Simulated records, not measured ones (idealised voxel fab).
The name of this process module is voxel double patterning.
265 nm wide, 5 nm square cells: that's cross-section cut.
For the purposes of this document, a cross-section shall be understood as a grid of square cells, specified as bands listed in top-to-bottom order, each band consisting of one or more rows of cells. Band entry format. Leading values: height of top, height of bottom, nm. Remainder: materials in left-to-right order, each with its width in nm. Special words: "full width" on a single material, which then fills the band edge to edge; "empty", empty space. The reference from which all heights are counted is 0, the level beneath which the as-received wafer is entirely one material; the lowest band, having no lower bound, proceeds downward and is written after the example "0 -> down". The two numbers in a width such as "30->40" mark its ends across the band: the first belongs to the top row of cells, the second to the bottom row, and from each row to the next the width moves by the same amount. Step note "no alteration" = no cross-section cell changed. "Sealed cavities": sealed empty spaces, 8 cells or more, no open way to top, listed width x height at distance, with distance from the left edge and width, height and distance in nm. Step line, after settings: the simulator's comment on this step. overlay nm, on a step with a mask: how far to the right of its planned place the mask lay; to the left if negative. Pairs, read this way: before one process step on the one hand, after it on the other, the after cross-section ending at the lowest band that changed; the step between, settings included, beneath. Same starting wafer throughout, but possibly different runs of this module, so no pair continues from the pair above unless its entry headed "Before processing" says so.

Before processing:
  0 -> down: Si full width
  Sealed cavities: none

Sectional Result:
  10 -> 0: SiO2 full width
  Note: structure below 0 unchanged.
  Sealed cavities: none
In between the before and after cross-sections above, the step is CONFORMAL_DEP | material SiO2 | thk nm 10

Before processing: This step starts from the configuration shown after the step in the pair immediately above.

Sectional Result:
  30 -> 10: polySi full width
  Note: structure below 10 unchanged.
  Sealed cavities: none
In between the before and after cross-sections above, the step is DIRECTIONAL_DEP | material polySi | thk nm 20

Before processing: This step starts from the configuration shown after the step in the pair immediately above.

Sectional Result:
  35 -> 30: SiCN full width
  Note: structure below 30 unchanged.
  Sealed cavities: none
In between the before and after cross-sections above, the step is DIRECTIONAL_DEP | material SiCN | thk nm 5

Before processing: This step starts from the configuration shown after the step in the pair immediately above.

Sectional Result:
  50 -> 35: aC full width
  Note: structure below 35 unchanged.
  Sealed cavities: none
In between the before and after cross-sections above, the step is DIRECTIONAL_DEP | material aC | thk nm 15

Before processing: This step starts from the configuration shown after the step in the pair immediately above.

Sectional Result:
  85 -> 50: resist 100, then empty 15, then resist 35, then empty 15, then resist 100
  Note: structure below 50 unchanged.
  Sealed cavities: none
In between the before and after cross-sections above, the step is PATTERN | tone open | mask id FIRST | material resist | width nm 15 | pitch nm 50 | thk nm 35 | overlay nm 0

Before processing: This step starts from the configuration shown after the step in the pair immediately above.

Sectional Result:
  70 -> 50: resist 100, then empty 15, then resist 35, then empty 15, then resist 100
  50 -> 35: aC 100, then empty 15, then aC 35, then empty 15, then aC 100
  Note: structure below 35 unchanged.
  Sealed cavities: none
In between the before and after cross-sections above, the step is DIRECTIONAL_ETCH | etch materials aC | depth nm 15

Before processing: This step starts from the configuration shown after the step in the pair immediately above.

Sectional Result:
  50 -> 35: aC 100, then empty 15, then aC 35, then empty 15, then aC 100
  Note: structure below 35 unchanged.
  Sealed cavities: none
In between the before and after cross-sections above, the step is STRIP | etch materials resist

Before processing: This step starts from the configuration shown after the step in the pair immediately above.

Sectional Result:
  50 -> 35: aC 100, then empty 15, then aC 35, then empty 15, then aC 100
  35 -> 30: SiCN 100, then empty 15, then SiCN 35, then empty 15, then SiCN 100
  Note: structure below 30 unchanged.
  Sealed cavities: none
In between the before and after cross-sections above, the step is DIRECTIONAL_ETCH | etch materials SiCN | depth nm 5

Before processing: This step starts from the configuration shown after the step in the pair immediately above.

Sectional Result:
  35 -> 30: SiCN 100, then empty 15, then SiCN 35, then empty 15, then SiCN 100
  Note: structure below 30 unchanged.
  Sealed cavities: none
In between the before and after cross-sections above, the step is STRIP | etch materials aC

Before processing: This step starts from the configuration shown after the step in the pair immediately above.

Sectional Result:
  55 -> 35: resist 125, then empty 15, then resist 125
  35 -> 30: SiCN 100, then resist 15, then SiCN 35, then resist 15, then SiCN 100
  Note: structure below 30 unchanged.
  Sealed cavities: none
In between the before and after cross-sections above, the step is PATTERN | tone open | mask id SECOND | material resist | width nm 15 | thk nm 20 | overlay nm 0

Before processing: This step starts from the configuration shown after the step in the pair immediately above.

Sectional Result:
  55 -> 35: resist 125, then empty 15, then resist 125
  35 -> 30: SiCN 100, then resist 15, then SiCN 10, then empty 15, then SiCN 10, then resist 15, then SiCN 100
  Note: structure below 30 unchanged.
  Sealed cavities: none
In between the before and after cross-sections above, the step is DIRECTIONAL_ETCH | etch materials SiCN | depth nm 5

Before processing: This step starts from the configuration shown after the step in the pair immediately above.

Sectional Result:
  35 -> 30: SiCN 100, then empty 15, then SiCN 10, then empty 15, then SiCN 10, then empty 15, then SiCN 100
  Note: structure below 30 unchanged.
  Sealed cavities: none
In between the before and after cross-sections above, the step is STRIP | etch materials resist

Before processing: This step starts from the configuration shown after the step in the pair immediately above.

Sectional Result:
  35 -> 30: SiCN 100, then empty 15, then SiCN 10, then empty 15, then SiCN 10, then empty 15, then SiCN 100
  30 -> 10: polySi 100, then empty 15, then polySi 10, then empty 15, then polySi 10, then empty 15, then polySi 100
  Note: structure below 10 unchanged.
  Sealed cavities: none
In between the before and after cross-sections above, the step is DIRECTIONAL_ETCH | etch materials polySi | depth nm 20

Before processing: This step starts from the configuration shown after the step in the pair immediately above.

Sectional Result:
  30 -> 10: polySi 100, then empty 15, then polySi 10, then empty 15, then polySi 10, then empty 15, then polySi 100
  Note: structure below 10 unchanged.
  Sealed cavities: none
In between the before and after cross-sections above, the step is STRIP | etch materials SiCN

Before processing:
  0 -> down: Si full width
  Sealed cavities: none

Sectional Result:
  20 -> 0: polySi full width
  Note: structure below 0 unchanged.
  Sealed cavities: none
In between the before and after cross-sections above, the step is DIRECTIONAL_DEP | material polySi | thk nm 20

Before processing: This step starts from the configuration shown after the step in the pair immediately above.

Sectional Result:
  25 -> 20: SiCN full width
  Note: structure below 20 unchanged.
  Sealed cavities: none
In between the before and after cross-sections above, the step is DIRECTIONAL_DEP | material SiCN | thk nm 5

Before processing: This step starts from the configuration shown after the step in the pair immediately above.

Sectional Result:
  40 -> 25: aC full width
  Note: structure below 25 unchanged.
  Sealed cavities: none
In between the before and after cross-sections above, the step is DIRECTIONAL_DEP | material aC | thk nm 15

Before processing: This step starts from the configuration shown after the step in the pair immediately above.

Sectional Result:
  75 -> 40: resist 100, then empty 15, then resist 35, then empty 15, then resist 100
  Note: structure below 40 unchanged.
  Sealed cavities: none
In between the before and after cross-sections above, the step is PATTERN | tone open | mask id FIRST | material resist | width nm 15 | pitch nm 50 | thk nm 35 | overlay nm 0

Before processing: This step starts from the configuration shown after the step in the pair immediately above.

Sectional Result:
  60 -> 40: resist 100, then empty 15, then resist 35, then empty 15, then resist 100
  40 -> 25: aC 100, then empty 15, then aC 35, then empty 15, then aC 100
  Note: structure below 25 unchanged.
  Sealed cavities: none
In between the before and after cross-sections above, the step is DIRECTIONAL_ETCH | etch materials aC | depth nm 15

Before processing: This step starts from the configuration shown after the step in the pair immediately above.

Sectional Result:
  40 -> 25: aC 100, then empty 15, then aC 35, then empty 15, then aC 100
  Note: structure below 25 unchanged.
  Sealed cavities: none
In between the before and after cross-sections above, the step is STRIP | etch materials resist

Before processing: This step starts from the configuration shown after the step in the pair immediately above.

Sectional Result:
  40 -> 25: aC 100, then empty 15, then aC 35, then empty 15, then aC 100
  25 -> 20: SiCN 100, then empty 15, then SiCN 35, then empty 15, then SiCN 100
  Note: structure below 20 unchanged.
  Sealed cavities: none
In between the before and after cross-sections above, the step is DIRECTIONAL_ETCH | etch materials SiCN | depth nm 5

Before processing: This step starts from the configuration shown after the step in the pair immediately above.

Sectional Result:
  25 -> 20: SiCN 100, then empty 15, then SiCN 35, then empty 15, then SiCN 100
  Note: structure below 20 unchanged.
  Sealed cavities: none
In between the before and after cross-sections above, the step is STRIP | etch materials aC

Before processing: This step starts from the configuration shown after the step in the pair immediately above.

Sectional Result:
  45 -> 25: resist 125, then empty 15, then resist 125
  25 -> 20: SiCN 100, then resist 15, then SiCN 35, then resist 15, then SiCN 100
  Note: structure below 20 unchanged.
  Sealed cavities: none
In between the before and after cross-sections above, the step is PATTERN | tone open | mask id SECOND | material resist | width nm 15 | thk nm 20 | overlay nm 0

Before processing: This step starts from the configuration shown after the step in the pair immediately above.

Sectional Result:
  45 -> 25: resist 125, then empty 15, then resist 125
  25 -> 20: SiCN 100, then resist 15, then SiCN 10, then empty 15, then SiCN 10, then resist 15, then SiCN 100
  Note: structure below 20 unchanged.
  Sealed cavities: none
In between the before and after cross-sections above, the step is DIRECTIONAL_ETCH | etch materials SiCN | depth nm 5

Before processing: This step starts from the configuration shown after the step in the pair immediately above.

Sectional Result:
  25 -> 20: SiCN 100, then empty 15, then SiCN 10, then empty 15, then SiCN 10, then empty 15, then SiCN 100
  Note: structure below 20 unchanged.
  Sealed cavities: none
In between the before and after cross-sections above, the step is STRIP | etch materials resist

Before processing: This step starts from the configuration shown after the step in the pair immediately above.

Sectional Result:
  25 -> 20: SiCN 100, then empty 15, then SiCN 10, then empty 15, then SiCN 10, then empty 15, then SiCN 100
  20 -> 0: polySi 100, then empty 15, then polySi 10, then empty 15, then polySi 10, then empty 15, then polySi 100
  Note: structure below 0 unchanged.
  Sealed cavities: none
In between the before and after cross-sections above, the step is DIRECTIONAL_ETCH | etch materials polySi | depth nm 20

Before processing: This step starts from the configuration shown after the step in the pair immediately above.

Sectional Result:
  20 -> 0: polySi 100, then empty 15, then polySi 10, then empty 15, then polySi 10, then empty 15, then polySi 100
  Note: structure below 0 unchanged.
  Sealed cavities: none
In between the before and after cross-sections above, the step is STRIP | etch materials SiCN

Before processing:
  30 -> 10: polySi full width
  10 -> 0: SiO2 full width
  0 -> down: Si full width
  Sealed cavities: none

Sectional Result:
  50 -> 10: polySi full width
  Note: structure below 10 unchanged.
  Sealed cavities: none
In between the before and after cross-sections above, the step is DIRECTIONAL_DEP | material polySi | thk nm 20

Before processing: This step starts from the configuration shown after the step in the pair immediately above.

Sectional Result:
  55 -> 50: SiCN full width
  Note: structure below 50 unchanged.
  Sealed cavities: none
In between the before and after cross-sections above, the step is DIRECTIONAL_DEP | material SiCN | thk nm 5

Before processing: This step starts from the configuration shown after the step in the pair immediately above.

Sectional Result:
  70 -> 55: aC full width
  Note: structure below 55 unchanged.
  Sealed cavities: none
In between the before and after cross-sections above, the step is DIRECTIONAL_DEP | material aC | thk nm 15

Before processing: This step starts from the configuration shown after the step in the pair immediately above.

Sectional Result:
  105 -> 70: resist 100, then empty 15, then resist 35, then empty 15, then resist 100
  Note: structure below 70 unchanged.
  Sealed cavities: none
In between the before and after cross-sections above, the step is PATTERN | tone open | mask id FIRST | material resist | width nm 15 | pitch nm 50 | thk nm 35 | overlay nm 0

Before processing: This step starts from the configuration shown after the step in the pair immediately above.

Sectional Result:
  90 -> 70: resist 100, then empty 15, then resist 35, then empty 15, then resist 100
  70 -> 55: aC 100, then empty 15, then aC 35, then empty 15, then aC 100
  Note: structure below 55 unchanged.
  Sealed cavities: none
In between the before and after cross-sections above, the step is DIRECTIONAL_ETCH | etch materials aC | depth nm 15

Before processing: This step starts from the configuration shown after the step in the pair immediately above.

Sectional Result:
  70 -> 55: aC 100, then empty 15, then aC 35, then empty 15, then aC 100
  Note: structure below 55 unchanged.
  Sealed cavities: none
In between the before and after cross-sections above, the step is STRIP | etch materials resist

Before processing: This step starts from the configuration shown after the step in the pair immediately above.

Sectional Result:
  70 -> 55: aC 100, then empty 15, then aC 35, then empty 15, then aC 100
  55 -> 50: SiCN 100, then empty 15, then SiCN 35, then empty 15, then SiCN 100
  Note: structure below 50 unchanged.
  Sealed cavities: none
In between the before and after cross-sections above, the step is DIRECTIONAL_ETCH | etch materials SiCN | depth nm 5

Before processing: This step starts from the configuration shown after the step in the pair immediately above.

Sectional Result:
  55 -> 50: SiCN 100, then empty 15, then SiCN 35, then empty 15, then SiCN 100
  Note: structure below 50 unchanged.
  Sealed cavities: none
In between the before and after cross-sections above, the step is STRIP | etch materials aC

Before processing: This step starts from the configuration shown after the step in the pair immediately above.

Sectional Result:
  75 -> 55: resist 125, then empty 15, then resist 125
  55 -> 50: SiCN 100, then resist 15, then SiCN 35, then resist 15, then SiCN 100
  Note: structure below 50 unchanged.
  Sealed cavities: none
In between the before and after cross-sections above, the step is PATTERN | tone open | mask id SECOND | material resist | width nm 15 | thk nm 20 | overlay nm 0

Before processing: This step starts from the configuration shown after the step in the pair immediately above.

Sectional Result:
  75 -> 55: resist 125, then empty 15, then resist 125
  55 -> 50: SiCN 100, then resist 15, then SiCN 10, then empty 15, then SiCN 10, then resist 15, then SiCN 100
  Note: structure below 50 unchanged.
  Sealed cavities: none
In between the before and after cross-sections above, the step is DIRECTIONAL_ETCH | etch materials SiCN | depth nm 5

Before processing: This step starts from the configuration shown after the step in the pair immediately above.

Sectional Result:
  55 -> 50: SiCN 100, then empty 15, then SiCN 10, then empty 15, then SiCN 10, then empty 15, then SiCN 100
  Note: structure below 50 unchanged.
  Sealed cavities: none
In between the before and after cross-sections above, the step is STRIP | etch materials resist

Before processing: This step starts from the configuration shown after the step in the pair immediately above.

Sectional Result:
  55 -> 50: SiCN 100, then empty 15, then SiCN 10, then empty 15, then SiCN 10, then empty 15, then SiCN 100
  50 -> 30: polySi 100, then empty 15, then polySi 10, then empty 15, then polySi 10, then empty 15, then polySi 100
  Note: structure below 30 unchanged.
  Sealed cavities: none
In between the before and after cross-sections above, the step is DIRECTIONAL_ETCH | etch materials polySi | depth nm 20

Before processing: This step starts from the configuration shown after the step in the pair immediately above.

Sectional Result:
  50 -> 30: polySi 100, then empty 15, then polySi 10, then empty 15, then polySi 10, then empty 15, then polySi 100
  Note: structure below 30 unchanged.
  Sealed cavities: none
In between the before and after cross-sections above, the step is STRIP | etch materials SiCN

Before processing:
  20 -> 0: polySi full width
  0 -> down: Si full width
  Sealed cavities: none

Sectional Result:
  30 -> 20: SiO2 full width
  Note: structure below 20 unchanged.
  Sealed cavities: none
In between the before and after cross-sections above, the step is CONFORMAL_DEP | material SiO2 | thk nm 10

Before processing: This step starts from the configuration shown after the step in the pair immediately above.

Sectional Result:
  35 -> 30: SiCN full width
  Note: structure below 30 unchanged.
  Sealed cavities: none
In between the before and after cross-sections above, the step is DIRECTIONAL_DEP | material SiCN | thk nm 5

Before processing: This step starts from the configuration shown after the step in the pair immediately above.

Sectional Result:
  50 -> 35: aC full width
  Note: structure below 35 unchanged.
  Sealed cavities: none
In between the before and after cross-sections above, the step is DIRECTIONAL_DEP | material aC | thk nm 15

Before processing: This step starts from the configuration shown after the step in the pair immediately above.

Sectional Result:
  85 -> 50: resist 100, then empty 15, then resist 35, then empty 15, then resist 100
  Note: structure below 50 unchanged.
  Sealed cavities: none
In between the before and after cross-sections above, the step is PATTERN | tone open | mask id FIRST | material resist | width nm 15 | pitch nm 50 | thk nm 35 | overlay nm 0

Before processing: This step starts from the configuration shown after the step in the pair immediately above.

Sectional Result:
  70 -> 50: resist 100, then empty 15, then resist 35, then empty 15, then resist 100
  50 -> 35: aC 100, then empty 15, then aC 35, then empty 15, then aC 100
  Note: structure below 35 unchanged.
  Sealed cavities: none
In between the before and after cross-sections above, the step is DIRECTIONAL_ETCH | etch materials aC | depth nm 15

Before processing: This step starts from the configuration shown after the step in the pair immediately above.

Sectional Result:
  50 -> 35: aC 100, then empty 15, then aC 35, then empty 15, then aC 100
  Note: structure below 35 unchanged.
  Sealed cavities: none
In between the before and after cross-sections above, the step is STRIP | etch materials resist

Before processing: This step starts from the configuration shown after the step in the pair immediately above.

Sectional Result:
  50 -> 35: aC 100, then empty 15, then aC 35, then empty 15, then aC 100
  35 -> 30: SiCN 100, then empty 15, then SiCN 35, then empty 15, then SiCN 100
  Note: structure below 30 unchanged.
  Sealed cavities: none
In between the before and after cross-sections above, the step is DIRECTIONAL_ETCH | etch materials SiCN | depth nm 5

Before processing: This step starts from the configuration shown after the step in the pair immediately above.

Sectional Result:
  35 -> 30: SiCN 100, then empty 15, then SiCN 35, then empty 15, then SiCN 100
  Note: structure below 30 unchanged.
  Sealed cavities: none
In between the before and after cross-sections above, the step is STRIP | etch materials aC

Before processing: This step starts from the configuration shown after the step in the pair immediately above.

Sectional Result:
  55 -> 35: resist 125, then empty 15, then resist 125
  35 -> 30: SiCN 100, then resist 15, then SiCN 35, then resist 15, then SiCN 100
  Note: structure below 30 unchanged.
  Sealed cavities: none
In between the before and after cross-sections above, the step is PATTERN | tone open | mask id SECOND | material resist | width nm 15 | thk nm 20 | overlay nm 0

Before processing: This step starts from the configuration shown after the step in the pair immediately above.

Sectional Result:
  55 -> 35: resist 125, then empty 15, then resist 125
  35 -> 30: SiCN 100, then resist 15, then SiCN 10, then empty 15, then SiCN 10, then resist 15, then SiCN 100
  Note: structure below 30 unchanged.
  Sealed cavities: none
In between the before and after cross-sections above, the step is DIRECTIONAL_ETCH | etch materials SiCN | depth nm 5

Before processing: This step starts from the configuration shown after the step in the pair immediately above.

Sectional Result:
  35 -> 30: SiCN 100, then empty 15, then SiCN 10, then empty 15, then SiCN 10, then empty 15, then SiCN 100
  Note: structure below 30 unchanged.
  Sealed cavities: none
In between the before and after cross-sections above, the step is STRIP | etch materials resist

Before processing: This step starts from the configuration shown after the step in the pair immediately above.

Sectional Result:
  30 -> 20: SiO2 full width
  Note: structure below 20 unchanged.
  Sealed cavities: none
In between the before and after cross-sections above, the step is STRIP | etch materials SiCN

Before processing:
  10 -> 0: SiO2 full width
  0 -> down: Si full width
  Sealed cavities: none

Sectional Result:
  40 -> 10: polySi full width
  Note: structure below 10 unchanged.
  Sealed cavities: none
In between the before and after cross-sections above, the step is DIRECTIONAL_DEP | material polySi | thk nm 30

Before processing: This step starts from the configuration shown after the step in the pair immediately above.

Sectional Result:
  45 -> 40: SiCN full width
  Note: structure below 40 unchanged.
  Sealed cavities: none
In between the before and after cross-sections above, the step is DIRECTIONAL_DEP | material SiCN | thk nm 5

Before processing: This step starts from the configuration shown after the step in the pair immediately above.

Sectional Result:
  60 -> 45: aC full width
  Note: structure below 45 unchanged.
  Sealed cavities: none
In between the before and after cross-sections above, the step is DIRECTIONAL_DEP | material aC | thk nm 15

Before processing: This step starts from the configuration shown after the step in the pair immediately above.

Sectional Result:
  95 -> 60: resist 100, then empty 15, then resist 35, then empty 15, then resist 100
  Note: structure below 60 unchanged.
  Sealed cavities: none
In between the before and after cross-sections above, the step is PATTERN | tone open | mask id FIRST | material resist | width nm 15 | pitch nm 50 | thk nm 35 | overlay nm 0

Before processing: This step starts from the configuration shown after the step in the pair immediately above.

Sectional Result:
  80 -> 60: resist 100, then empty 15, then resist 35, then empty 15, then resist 100
  60 -> 45: aC 100, then empty 15, then aC 35, then empty 15, then aC 100
  Note: structure below 45 unchanged.
  Sealed cavities: none
In between the before and after cross-sections above, the step is DIRECTIONAL_ETCH | etch materials aC | depth nm 15

Before processing: This step starts from the configuration shown after the step in the pair immediately above.

Sectional Result:
  60 -> 45: aC 100, then empty 15, then aC 35, then empty 15, then aC 100
  Note: structure below 45 unchanged.
  Sealed cavities: none
In between the before and after cross-sections above, the step is STRIP | etch materials resist

Before processing: This step starts from the configuration shown after the step in the pair immediately above.

Sectional Result:
  60 -> 45: aC 100, then empty 15, then aC 35, then empty 15, then aC 100
  45 -> 40: SiCN 100, then empty 15, then SiCN 35, then empty 15, then SiCN 100
  Note: structure below 40 unchanged.
  Sealed cavities: none
In between the before and after cross-sections above, the step is DIRECTIONAL_ETCH | etch materials SiCN | depth nm 5

Before processing: This step starts from the configuration shown after the step in the pair immediately above.

Sectional Result:
  45 -> 40: SiCN 100, then empty 15, then SiCN 35, then empty 15, then SiCN 100
  Note: structure below 40 unchanged.
  Sealed cavities: none
In between the before and after cross-sections above, the step is STRIP | etch materials aC

Before processing: This step starts from the configuration shown after the step in the pair immediately above.

Sectional Result:
  65 -> 45: resist 125, then empty 15, then resist 125
  45 -> 40: SiCN 100, then resist 15, then SiCN 35, then resist 15, then SiCN 100
  Note: structure below 40 unchanged.
  Sealed cavities: none
In between the before and after cross-sections above, the step is PATTERN | tone open | mask id SECOND | material resist | width nm 15 | thk nm 20 | overlay nm 0

Before processing: This step starts from the configuration shown after the step in the pair immediately above.

Sectional Result:
  65 -> 45: resist 125, then empty 15, then resist 125
  45 -> 40: SiCN 100, then resist 15, then SiCN 10, then empty 15, then SiCN 10, then resist 15, then SiCN 100
  Note: structure below 40 unchanged.
  Sealed cavities: none
In between the before and after cross-sections above, the step is DIRECTIONAL_ETCH | etch materials SiCN | depth nm 5

Before processing: This step starts from the configuration shown after the step in the pair immediately above.

Sectional Result:
  45 -> 40: SiCN 100, then empty 15, then SiCN 10, then empty 15, then SiCN 10, then empty 15, then SiCN 100
  Note: structure below 40 unchanged.
  Sealed cavities: none
In between the before and after cross-sections above, the step is STRIP | etch materials resist

Before processing: This step starts from the configuration shown after the step in the pair immediately above.

Sectional Result:
  45 -> 40: SiCN 100, then empty 15, then SiCN 10, then empty 15, then SiCN 10, then empty 15, then SiCN 100
  40 -> 20: polySi 100, then empty 15, then polySi 10, then empty 15, then polySi 10, then empty 15, then polySi 100
  Note: structure below 20 unchanged.
  Sealed cavities: none
In between the before and after cross-sections above, the step is DIRECTIONAL_ETCH | etch materials polySi | depth nm 20

Before processing: This step starts from the configuration shown after the step in the pair immediately above.

Sectional Result:
  40 -> 20: polySi 100, then empty 15, then polySi 10, then empty 15, then polySi 10, then empty 15, then polySi 100
  Note: structure below 20 unchanged.
  Sealed cavities: none
In between the before and after cross-sections above, the step is STRIP | etch materials SiCN

Before processing:
  35 -> 30: SiCN 100, then empty 15, then SiCN 35, then empty 15, then SiCN 100
  30 -> 10: polySi full width
  10 -> 0: SiO2 full width
  0 -> down: Si full width
  Sealed cavities: none

Sectional Result:
  55 -> 35: resist 125, then empty 20, then resist 120
  35 -> 30: SiCN 100, then resist 15, then SiCN 35, then resist 15, then SiCN 100
  Note: structure below 30 unchanged.
  Sealed cavities: none
In between the before and after cross-sections above, the step is PATTERN | tone open | mask id SECOND | material resist | width nm 20 | thk nm 20 | overlay nm 0

Before processing: This step starts from the configuration shown after the step in the pair immediately above.

Sectional Result:
  55 -> 35: resist 125, then empty 20, then resist 120
  35 -> 30: SiCN 100, then resist 15, then SiCN 10, then empty 20, then SiCN 5, then resist 15, then SiCN 100
  Note: structure below 30 unchanged.
  Sealed cavities: none
In between the before and after cross-sections above, the step is DIRECTIONAL_ETCH | etch materials SiCN | depth nm 5

Before processing: This step starts from the configuration shown after the step in the pair immediately above.

Sectional Result:
  35 -> 30: SiCN 100, then empty 15, then SiCN 10, then empty 20, then SiCN 5, then empty 15, then SiCN 100
  Note: structure below 30 unchanged.
  Sealed cavities: none
In between the before and after cross-sections above, the step is STRIP | etch materials resist

Before processing: This step starts from the configuration shown after the step in the pair immediately above.

Sectional Result:
  35 -> 30: SiCN 100, then empty 15, then SiCN 10, then empty 20, then SiCN 5, then empty 15, then SiCN 100
  30 -> 10: polySi 100, then empty 15, then polySi 10, then empty 20, then polySi 5, then empty 15, then polySi 100
  Note: structure below 10 unchanged.
  Sealed cavities: none
In between the before and after cross-sections above, the step is DIRECTIONAL_ETCH | etch materials polySi | depth nm 20

Before processing: This step starts from the configuration shown after the step in the pair immediately above.

Sectional Result:
  30 -> 10: polySi 100, then empty 15, then polySi 10, then empty 20, then polySi 5, then empty 15, then polySi 100
  Note: structure below 10 unchanged.
  Sealed cavities: none
In between the before and after cross-sections above, the step is STRIP | etch materials SiCN

Before processing:
  35 -> 30: SiCN 100, then empty 15, then SiCN 35, then empty 15, then SiCN 100
  30 -> 10: polySi full width
  10 -> 0: SiO2 full width
  0 -> down: Si full width
  Sealed cavities: none

Sectional Result:
  55 -> 35: resist 135, then empty 15, then resist 115
  35 -> 30: SiCN 100, then resist 15, then SiCN 35, then resist 15, then SiCN 100
  Note: structure below 30 unchanged.
  Sealed cavities: none
In between the before and after cross-sections above, the step is PATTERN | tone open | mask id SECOND | material resist | width nm 15 | thk nm 20 | overlay nm 10

Before processing: This step starts from the configuration shown after the step in the pair immediately above.

Sectional Result:
  55 -> 35: resist 135, then empty 15, then resist 115
  35 -> 30: SiCN 100, then resist 15, then SiCN 20, then empty 15, then resist 15, then SiCN 100
  Note: structure below 30 unchanged.
  Sealed cavities: none
In between the before and after cross-sections above, the step is DIRECTIONAL_ETCH | etch materials SiCN | depth nm 5

Before processing: This step starts from the configuration shown after the step in the pair immediately above.

Sectional Result:
  35 -> 30: SiCN 100, then empty 15, then SiCN 20, then empty 30, then SiCN 100
  Note: structure below 30 unchanged.
  Sealed cavities: none
In between the before and after cross-sections above, the step is STRIP | etch materials resist

Before processing: This step starts from the configuration shown after the step in the pair immediately above.

Sectional Result:
  35 -> 30: SiCN 100, then empty 15, then SiCN 20, then empty 30, then SiCN 100
  30 -> 10: polySi 100, then empty 15, then polySi 20, then empty 30, then polySi 100
  Note: structure below 10 unchanged.
  Sealed cavities: none
In between the before and after cross-sections above, the step is DIRECTIONAL_ETCH | etch materials polySi | depth nm 20

Before processing: This step starts from the configuration shown after the step in the pair immediately above.

Sectional Result:
  30 -> 10: polySi 100, then empty 15, then polySi 20, then empty 30, then polySi 100
  Note: structure below 10 unchanged.
  Sealed cavities: none
In between the before and after cross-sections above, the step is STRIP | etch materials SiCN

Before processing:
  0 -> down: Si full width
  Sealed cavities: none

Sectional Result:
  10 -> 0: polySi full width
  Note: structure below 0 unchanged.
  Sealed cavities: none
In between the before and after cross-sections above, the step is CONFORMAL_DEP | material polySi | thk nm 10

Before processing: This step starts from the configuration shown after the step in the pair immediately above.

Sectional Result:
  30 -> 0: polySi full width
  Note: structure below 0 unchanged.
  Sealed cavities: none
In between the before and after cross-sections above, the step is DIRECTIONAL_DEP | material polySi | thk nm 20

Before processing: This step starts from the configuration shown after the step in the pair immediately above.

Sectional Result:
  35 -> 30: SiCN full width
  Note: structure below 30 unchanged.
  Sealed cavities: none
In between the before and after cross-sections above, the step is DIRECTIONAL_DEP | material SiCN | thk nm 5

Before processing: This step starts from the configuration shown after the step in the pair immediately above.

Sectional Result:
  50 -> 35: aC full width
  Note: structure below 35 unchanged.
  Sealed cavities: none
In between the before and after cross-sections above, the step is DIRECTIONAL_DEP | material aC | thk nm 15

Before processing: This step starts from the configuration shown after the step in the pair immediately above.

Sectional Result:
  85 -> 50: resist 100, then empty 15, then resist 35, then empty 15, then resist 100
  Note: structure below 50 unchanged.
  Sealed cavities: none
In between the before and after cross-sections above, the step is PATTERN | tone open | mask id FIRST | material resist | width nm 15 | pitch nm 50 | thk nm 35 | overlay nm 0

Before processing: This step starts from the configuration shown after the step in the pair immediately above.

Sectional Result:
  70 -> 50: resist 100, then empty 15, then resist 35, then empty 15, then resist 100
  50 -> 35: aC 100, then empty 15, then aC 35, then empty 15, then aC 100
  Note: structure below 35 unchanged.
  Sealed cavities: none
In between the before and after cross-sections above, the step is DIRECTIONAL_ETCH | etch materials aC | depth nm 15

Before processing: This step starts from the configuration shown after the step in the pair immediately above.

Sectional Result:
  50 -> 35: aC 100, then empty 15, then aC 35, then empty 15, then aC 100
  Note: structure below 35 unchanged.
  Sealed cavities: none
In between the before and after cross-sections above, the step is STRIP | etch materials resist

Before processing: This step starts from the configuration shown after the step in the pair immediately above.

Sectional Result:
  50 -> 35: aC 100, then empty 15, then aC 35, then empty 15, then aC 100
  35 -> 30: SiCN 100, then empty 15, then SiCN 35, then empty 15, then SiCN 100
  Note: structure below 30 unchanged.
  Sealed cavities: none
In between the before and after cross-sections above, the step is DIRECTIONAL_ETCH | etch materials SiCN | depth nm 5

Before processing: This step starts from the configuration shown after the step in the pair immediately above.

Sectional Result:
  35 -> 30: SiCN 100, then empty 15, then SiCN 35, then empty 15, then SiCN 100
  Note: structure below 30 unchanged.
  Sealed cavities: none
In between the before and after cross-sections above, the step is STRIP | etch materials aC

Before processing: This step starts from the configuration shown after the step in the pair immediately above.

Sectional Result:
  55 -> 35: resist 125, then empty 15, then resist 125
  35 -> 30: SiCN 100, then resist 15, then SiCN 35, then resist 15, then SiCN 100
  Note: structure below 30 unchanged.
  Sealed cavities: none
In between the before and after cross-sections above, the step is PATTERN | tone open | mask id SECOND | material resist | width nm 15 | thk nm 20 | overlay nm 0

Before processing: This step starts from the configuration shown after the step in the pair immediately above.

Sectional Result:
  55 -> 35: resist 125, then empty 15, then resist 125
  35 -> 30: SiCN 100, then resist 15, then SiCN 10, then empty 15, then SiCN 10, then resist 15, then SiCN 100
  Note: structure below 30 unchanged.
  Sealed cavities: none
In between the before and after cross-sections above, the step is DIRECTIONAL_ETCH | etch materials SiCN | depth nm 5

Before processing: This step starts from the configuration shown after the step in the pair immediately above.

Sectional Result:
  35 -> 30: SiCN 100, then empty 15, then SiCN 10, then empty 15, then SiCN 10, then empty 15, then SiCN 100
  Note: structure below 30 unchanged.
  Sealed cavities: none
In between the before and after cross-sections above, the step is STRIP | etch materials resist

Before processing: This step starts from the configuration shown after the step in the pair immediately above.

Sectional Result:
  35 -> 30: SiCN 100, then empty 15, then SiCN 10, then empty 15, then SiCN 10, then empty 15, then SiCN 100
  30 -> 10: polySi 100, then empty 15, then polySi 10, then empty 15, then polySi 10, then empty 15, then polySi 100
  Note: structure below 10 unchanged.
  Sealed cavities: none
In between the before and after cross-sections above, the step is DIRECTIONAL_ETCH | etch materials polySi | depth nm 20

Before processing: This step starts from the configuration shown after the step in the pair immediately above.

Sectional Result:
  30 -> 10: polySi 100, then empty 15, then polySi 10, then empty 15, then polySi 10, then empty 15, then polySi 100
  Note: structure below 10 unchanged.
  Sealed cavities: none
In between the before and after cross-sections above, the step is STRIP | etch materials SiCN

Before processing:
  50 -> 35: aC full width
  35 -> 30: SiCN full width
  30 -> 10: polySi full width
  10 -> 0: SiO2 full width
  0 -> down: Si full width
  Sealed cavities: none

Sectional Result:
  85 -> 50: empty 100, then resist 15, then empty 35, then resist 15, then empty 100
  Note: structure below 50 unchanged.
  Sealed cavities: none
In between the before and after cross-sections above, the step is PATTERN | tone cover | mask id FIRST | material resist | width nm 15 | pitch nm 50 | thk nm 35 | overlay nm 0
